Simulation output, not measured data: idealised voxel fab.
The following is a process module called voxel self aligned contacts.
Shown is cross-section cut, with a width of 230 nm and square cells of size 5 nm.
The cross-sections in this document take the form of a grid made of square cells. They are written out as bands, in order from top to bottom. Each band consists of one or more rows of cells.
It is stipulated that each band's entry specify, in nanometres, the height of the top of the band and then that of its bottom, followed by the materials of the band in left-to-right sequence, each together with its width in nanometres. A single material marked by the word "full width" is understood to fill the band from edge to edge; the word "air" is understood to denote empty space.
Measure heights from 0. That's the level where, below it, the as-received wafer is all one material. The lowest band is bottomless and extends downward; write it as in "0 down".
With a width like "30 to 40", each row of cells in the band differs from the next by the same amount, the top row carrying the first number and the bottom row the second.
"same as before" -> step changed no cross-section cell.
Empty spaces counting at least 8 cells and having no open way to the top are listed in "Tabulated closed voids". The notation width x height at distance is used for each, the distance being from the left edge and all three values in nm.
Anything after a step's settings on that line? It's the simulator's own note about the step.
Among the settings permitted on a step's line is "overlay nm"; applied to a step with a mask, it specifies the extent to which the mask lay to the right of its planned position, whereas a negative figure signifies a position to the left.

Process steps - plan
| 1 | RECEIVE,material Si |
| 2 | CONFORMAL_DEP,material SiO2,thk nm 5 |
| 3 | DIRECTIONAL_DEP,material polySi,thk nm 25 |
| 4 | DIRECTIONAL_DEP,material SiN,thk nm 15 |
| 5 | DIRECTIONAL_DEP,material aC,thk nm 10 |
| 6 | PATTERN,tone cover,mask id GATE,material resist,width nm 35,pitch nm 60,thk nm 25,overlay nm 0 |
| 7 | DIRECTIONAL_ETCH,etch materials aC,depth nm 10 |
| 8 | STRIP,etch materials resist |
| 9 | DIRECTIONAL_ETCH,etch materials SiN,depth nm 15 |
| 10 | DIRECTIONAL_ETCH,etch materials polySi,depth nm 25 |
| 11 | STRIP,etch materials aC |
| 12 | CONFORMAL_DEP,material SiN,thk nm 5 |
| 13 | DIRECTIONAL_ETCH,etch materials SiN,depth nm 5 |
| 14 | FILL_DEP,material SiO2,thk nm 20 |
| 15 | CMP,height nm 55 |
| 16 | PATTERN,tone open,mask id CONTACT,material resist,width nm 35,pitch nm 60,thk nm 15,overlay nm 0 |
| 17 | DIRECTIONAL_ETCH,etch materials SiO2,depth nm 55 |
| 18 | STRIP,etch materials resist |
| 19 | CONFORMAL_DEP,material TiN,thk nm 5 |
| 20 | FILL_DEP,material Ru,thk nm 5 |
| 21 | CMP,height nm 55 |
| 22 | CONFORMAL_DEP,material SiN,thk nm 5 |

First wafer, two in total, run as planned

Cross-section of the wafer as it came to us, i.e., already through step 1
0 down  Si full width
Tabulated closed voids: none

Cross-section of the wafer subsequent to step 2
5 to 0  SiO2 full width
Whatever lies below 0 is exactly as it was before.

Cross-section of the wafer subsequent to step 3
30 to 5  polySi full width
Whatever lies below 5 is exactly as it was before.

Cross-section of the wafer subsequent to step 4
45 to 30  SiN full width
Whatever lies below 30 is exactly as it was before.

Cross-section of the wafer subsequent to step 5
55 to 45  aC full width
Whatever lies below 45 is exactly as it was before.

Cross-section of the wafer subsequent to step 6
80 to 55  35 air, 35 resist, 25 air, 35 resist, 25 air, 35 resist, 40 air
Whatever lies below 55 is exactly as it was before.

Cross-section of the wafer subsequent to step 7
70 to 55  35 air, 35 resist, 25 air, 35 resist, 25 air, 35 resist, 40 air
55 to 45  35 air, 35 aC, 25 air, 35 aC, 25 air, 35 aC, 40 air
Whatever lies below 45 is exactly as it was before.

Cross-section of the wafer subsequent to step 8
55 to 45  35 air, 35 aC, 25 air, 35 aC, 25 air, 35 aC, 40 air
Whatever lies below 45 is exactly as it was before.

Cross-section of the wafer subsequent to step 9
55 to 45  35 air, 35 aC, 25 air, 35 aC, 25 air, 35 aC, 40 air
45 to 30  35 air, 35 SiN, 25 air, 35 SiN, 25 air, 35 SiN, 40 air
Whatever lies below 30 is exactly as it was before.

Cross-section of the wafer subsequent to step 10
55 to 45  35 air, 35 aC, 25 air, 35 aC, 25 air, 35 aC, 40 air
45 to 30  35 air, 35 SiN, 25 air, 35 SiN, 25 air, 35 SiN, 40 air
30 to 5  35 air, 35 polySi, 25 air, 35 polySi, 25 air, 35 polySi, 40 air
Whatever lies below 5 is exactly as it was before.

Cross-section of the wafer subsequent to step 11
45 to 30  35 air, 35 SiN, 25 air, 35 SiN, 25 air, 35 SiN, 40 air
Whatever lies below 30 is exactly as it was before.

Cross-section of the wafer subsequent to step 12
50 to 30  30 air, 45 SiN, 15 air, 45 SiN, 15 air, 45 SiN, 35 air
30 to 10  30 air, 5 SiN, 35 polySi, 5 SiN, 15 air, 5 SiN, 35 polySi, 5 SiN, 15 air, 5 SiN, 35 polySi, 5 SiN, 35 air
10 to 5  35 SiN, 35 polySi, 25 SiN, 35 polySi, 25 SiN, 35 polySi, 40 SiN
Whatever lies below 5 is exactly as it was before.

Cross-section of the wafer subsequent to step 13
45 to 30  30 air, 45 SiN, 15 air, 45 SiN, 15 air, 45 SiN, 35 air
30 to 5  30 air, 5 SiN, 35 polySi, 5 SiN, 15 air, 5 SiN, 35 polySi, 5 SiN, 15 air, 5 SiN, 35 polySi, 5 SiN, 35 air
Whatever lies below 5 is exactly as it was before.

Cross-section of the wafer subsequent to step 14
65 to 45  SiO2 full width
45 to 30  30 SiO2, 45 SiN, 15 SiO2, 45 SiN, 15 SiO2, 45 SiN, 35 SiO2
30 to 5  30 SiO2, 5 SiN, 35 polySi, 5 SiN, 15 SiO2, 5 SiN, 35 polySi, 5 SiN, 15 SiO2, 5 SiN, 35 polySi, 5 SiN, 35 SiO2
Whatever lies below 5 is exactly as it was before.

Cross-section of the wafer subsequent to step 15
55 to 45  SiO2 full width
Whatever lies below 45 is exactly as it was before.

Cross-section of the wafer subsequent to step 16
70 to 55  65 resist, 35 air, 25 resist, 35 air, 70 resist
Whatever lies below 55 is exactly as it was before.

Cross-section of the wafer subsequent to step 17
70 to 55  65 resist, 35 air, 25 resist, 35 air, 70 resist
55 to 45  65 SiO2, 35 air, 25 SiO2, 35 air, 70 SiO2
45 to 30  30 SiO2, 45 SiN, 15 air, 45 SiN, 15 air, 45 SiN, 35 SiO2
30 to 5  30 SiO2, 5 SiN, 35 polySi, 5 SiN, 15 air, 5 SiN, 35 polySi, 5 SiN, 15 air, 5 SiN, 35 polySi, 5 SiN, 35 SiO2
5 to 0  75 SiO2, 15 air, 45 SiO2, 15 air, 80 SiO2
Whatever lies below 0 is exactly as it was before.

Cross-section of the wafer subsequent to step 18
55 to 45  65 SiO2, 35 air, 25 SiO2, 35 air, 70 SiO2
Whatever lies below 45 is exactly as it was before.

Cross-section of the wafer subsequent to step 19
60 to 55  70 TiN, 25 air, 35 TiN, 25 air, 75 TiN
55 to 45  65 SiO2, 5 to 15 TiN, 25 to 5 air, 5 to 15 TiN, 25 SiO2, 5 to 15 TiN, 25 to 5 air, 5 to 15 TiN, 70 SiO2
45 to 30  30 SiO2, 45 SiN, 5 TiN, 5 air, 5 TiN, 45 SiN, 5 TiN, 5 air, 5 TiN, 45 SiN, 35 SiO2
30 to 5  30 SiO2, 5 SiN, 35 polySi, 5 SiN, 5 TiN, 5 air, 5 TiN, 5 SiN, 35 polySi, 5 SiN, 5 TiN, 5 air, 5 TiN, 5 SiN, 35 polySi, 5 SiN, 35 SiO2
5 to 0  75 SiO2, 15 TiN, 45 SiO2, 15 TiN, 80 SiO2
Whatever lies below 0 is exactly as it was before.

Cross-section of the wafer subsequent to step 20
65 to 60  Ru full width
60 to 55  70 TiN, 25 Ru, 35 TiN, 25 Ru, 75 TiN
55 to 45  65 SiO2, 5 to 15 TiN, 25 to 5 Ru, 5 to 15 TiN, 25 SiO2, 5 to 15 TiN, 25 to 5 Ru, 5 to 15 TiN, 70 SiO2
45 to 30  30 SiO2, 45 SiN, 5 TiN, 5 Ru, 5 TiN, 45 SiN, 5 TiN, 5 Ru, 5 TiN, 45 SiN, 35 SiO2
30 to 5  30 SiO2, 5 SiN, 35 polySi, 5 SiN, 5 TiN, 5 Ru, 5 TiN, 5 SiN, 35 polySi, 5 SiN, 5 TiN, 5 Ru, 5 TiN, 5 SiN, 35 polySi, 5 SiN, 35 SiO2
Whatever lies below 5 is exactly as it was before.

Cross-section of the wafer subsequent to step 21
55 to 45  65 SiO2, 5 to 15 TiN, 25 to 5 Ru, 5 to 15 TiN, 25 SiO2, 5 to 15 TiN, 25 to 5 Ru, 5 to 15 TiN, 70 SiO2
Whatever lies below 45 is exactly as it was before.

Cross-section of the wafer subsequent to step 22
60 to 55  SiN full width
Whatever lies below 55 is exactly as it was before.

The remaining wafer, second of the two, started like the first and was run to the same plan, except that one mistake was made along the way; the two coincide through step 3, inclusive

The second wafer in cross-section, at the planned close of step 4
45 to 5  polySi full width
Whatever lies below 5 is exactly as it was before.

The second wafer in cross-section, at the planned close of step 5
55 to 45  aC full width
Whatever lies below 45 is exactly as it was before.

The second wafer in cross-section, at the planned close of step 6
80 to 55  35 air, 35 resist, 25 air, 35 resist, 25 air, 35 resist, 40 air
Whatever lies below 55 is exactly as it was before.

The second wafer in cross-section, at the planned close of step 7
70 to 55  35 air, 35 resist, 25 air, 35 resist, 25 air, 35 resist, 40 air
55 to 45  35 air, 35 aC, 25 air, 35 aC, 25 air, 35 aC, 40 air
Whatever lies below 45 is exactly as it was before.

The second wafer in cross-section, at the planned close of step 8
55 to 45  35 air, 35 aC, 25 air, 35 aC, 25 air, 35 aC, 40 air
Whatever lies below 45 is exactly as it was before.

The second wafer in cross-section, at the planned close of step 9: same as before

The second wafer in cross-section, at the planned close of step 10
55 to 45  35 air, 35 aC, 25 air, 35 aC, 25 air, 35 aC, 40 air
45 to 20  35 air, 35 polySi, 25 air, 35 polySi, 25 air, 35 polySi, 40 air
Whatever lies below 20 is exactly as it was before.

The second wafer in cross-section, at the planned close of step 11
45 to 20  35 air, 35 polySi, 25 air, 35 polySi, 25 air, 35 polySi, 40 air
Whatever lies below 20 is exactly as it was before.

The second wafer in cross-section, at the planned close of step 12
50 to 45  30 air, 45 SiN, 15 air, 45 SiN, 15 air, 45 SiN, 35 air
45 to 25  30 air, 5 SiN, 35 polySi, 5 SiN, 15 air, 5 SiN, 35 polySi, 5 SiN, 15 air, 5 SiN, 35 polySi, 5 SiN, 35 air
25 to 20  35 SiN, 35 polySi, 25 SiN, 35 polySi, 25 SiN, 35 polySi, 40 SiN
Whatever lies below 20 is exactly as it was before.

The second wafer in cross-section, at the planned close of step 13
45 to 20  30 air, 5 SiN, 35 polySi, 5 SiN, 15 air, 5 SiN, 35 polySi, 5 SiN, 15 air, 5 SiN, 35 polySi, 5 SiN, 35 air
Whatever lies below 20 is exactly as it was before.

The second wafer in cross-section, at the planned close of step 14
65 to 45  SiO2 full width
45 to 20  30 SiO2, 5 SiN, 35 polySi, 5 SiN, 15 SiO2, 5 SiN, 35 polySi, 5 SiN, 15 SiO2, 5 SiN, 35 polySi, 5 SiN, 35 SiO2
Whatever lies below 20 is exactly as it was before.

The second wafer in cross-section, at the planned close of step 15
55 to 45  SiO2 full width
Whatever lies below 45 is exactly as it was before.

The second wafer in cross-section, at the planned close of step 16
70 to 55  65 resist, 35 air, 25 resist, 35 air, 70 resist
Whatever lies below 55 is exactly as it was before.

The second wafer in cross-section, at the planned close of step 17
70 to 55  65 resist, 35 air, 25 resist, 35 air, 70 resist
55 to 45  65 SiO2, 35 air, 25 SiO2, 35 air, 70 SiO2
45 to 20  30 SiO2, 5 SiN, 35 polySi, 5 SiN, 15 air, 5 SiN, 35 polySi, 5 SiN, 15 air, 5 SiN, 35 polySi, 5 SiN, 35 SiO2
Whatever lies below 20 is exactly as it was before.

The second wafer in cross-section, at the planned close of step 18
55 to 45  65 SiO2, 35 air, 25 SiO2, 35 air, 70 SiO2
Whatever lies below 45 is exactly as it was before.

The second wafer in cross-section, at the planned close of step 19
60 to 55  70 TiN, 25 air, 35 TiN, 25 air, 75 TiN
55 to 45  65 SiO2, 5 to 15 TiN, 25 to 5 air, 5 to 15 TiN, 25 SiO2, 5 to 15 TiN, 25 to 5 air, 5 to 15 TiN, 70 SiO2
45 to 25  30 SiO2, 5 SiN, 35 polySi, 5 SiN, 5 TiN, 5 air, 5 TiN, 5 SiN, 35 polySi, 5 SiN, 5 TiN, 5 air, 5 TiN, 5 SiN, 35 polySi, 5 SiN, 35 SiO2
25 to 20  30 SiO2, 5 SiN, 35 polySi, 5 SiN, 15 TiN, 5 SiN, 35 polySi, 5 SiN, 15 TiN, 5 SiN, 35 polySi, 5 SiN, 35 SiO2
Whatever lies below 20 is exactly as it was before.

The second wafer in cross-section, at the planned close of step 20
65 to 60  Ru full width
60 to 55  70 TiN, 25 Ru, 35 TiN, 25 Ru, 75 TiN
55 to 45  65 SiO2, 5 to 15 TiN, 25 to 5 Ru, 5 to 15 TiN, 25 SiO2, 5 to 15 TiN, 25 to 5 Ru, 5 to 15 TiN, 70 SiO2
45 to 25  30 SiO2, 5 SiN, 35 polySi, 5 SiN, 5 TiN, 5 Ru, 5 TiN, 5 SiN, 35 polySi, 5 SiN, 5 TiN, 5 Ru, 5 TiN, 5 SiN, 35 polySi, 5 SiN, 35 SiO2
Whatever lies below 25 is exactly as it was before.

The second wafer in cross-section, at the planned close of step 21
55 to 45  65 SiO2, 5 to 15 TiN, 25 to 5 Ru, 5 to 15 TiN, 25 SiO2, 5 to 15 TiN, 25 to 5 Ru, 5 to 15 TiN, 70 SiO2
Whatever lies below 45 is exactly as it was before.

The second wafer in cross-section, at the planned close of step 22
60 to 55  SiN full width
Whatever lies below 55 is exactly as it was before.
Diagnosis: step 4 did not happen as planned, as run it was DIRECTIONAL_DEP,material polySi,thk nm 15
Final cells, second wafer relative to first, materials higher or lower: 8 fewer of Ru | 81 fewer of SiN | 33 fewer of SiO2 | 16 fewer of TiN | 138 more of polySi
